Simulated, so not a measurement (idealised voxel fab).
voxel lift off: a process module
For reference, the cross-section in this document is cut, with width 165 nm and square cells of 5 nm.
This document writes a cross-section as a grid whose cells are square, and gives it as bands, listed from the top down; one or more rows of cells form a band.
Heights first: top, then bottom, in nm. Then materials, left to right, each with a width in nm. "edge to edge" on a single material: fills the band edge to edge. "air": empty space.
The level at which height equals 0 is the one under which the wafer, as it arrives, is entirely one material. No lower edge exists for the bottom band, which continues downward and is notated as in "0..down".
The width entry "30 to 40" should be interpreted row by row: the top row of cells in the band takes the first number, the bottom row takes the second number, and the change between adjacent rows is uniform throughout.
Where a step carries "no change occurred", the cross-section came out of it unchanged, cell for cell.
Reported under the label "Enclosed empty spaces" are the empty spaces having no open way to the top and comprising 8 cells or more; the notation for each is width x height at distance, in which the distance is measured from the left edge and all three values are in nm.
Post-settings text on a step line: simulator's own remark regarding the step.
"overlay nm" answers the question of how far to the right of plan the mask lay on a step that has a mask, and when it is negative the answer is to the left.
Planned process steps
1. RECEIVE with material Si
2. CONFORMAL_DEP with material SiO2, thk nm 15
3. PATTERN with tone open, mask id LINES, material resist, width nm 30, pitch nm 45, thk nm 25, overlay nm 0
4. DIRECTIONAL_DEP with material Ru, thk nm 10
5. STRIP with etch materials resist
6. CONFORMAL_DEP with material SiO2, thk nm 10
Wafer cross-section on receipt, i.e. after step 1
* 0..down  Si edge to edge
* Enclosed empty spaces: none
End-of-module XS, first of two wafers, run as planned
* 35..25  10 of air / 140 of SiO2 / 15 of air
* 25..15  20 of SiO2 / 30 of Ru / 15 of SiO2 / 30 of Ru / 15 of SiO2 / 30 of Ru / 25 of SiO2
* 15..0  SiO2 edge to edge
* 0..down  Si edge to edge
* Enclosed empty spaces: none
Cross-sectional view of the second of two wafers upon completion of the module. This wafer shared its starting condition and process plan with the first; one error was made during its execution
* 40..30  10 of air / 140 of SiO2 / 15 of air
* 30..25  10 of air / 10 of SiO2 / 30 of Ru / 15 of SiO2 / 30 of Ru / 15 of SiO2 / 30 of Ru / 10 of SiO2 / 15 of air
* 25..15  20 of SiO2 / 30 of Ru / 15 of SiO2 / 30 of Ru / 15 of SiO2 / 30 of Ru / 25 of SiO2
* 15..0  SiO2 edge to edge
* 0..down  Si edge to edge
* Enclosed empty spaces: none
Diagnosis: step 4 did not happen as planned, as run it was DIRECTIONAL_DEP with material Ru, thk nm 15
Looking at both finished wafers in cells, the second ends up ahead of or behind the first on some materials: 18 more of Ru; 10 more of SiO2
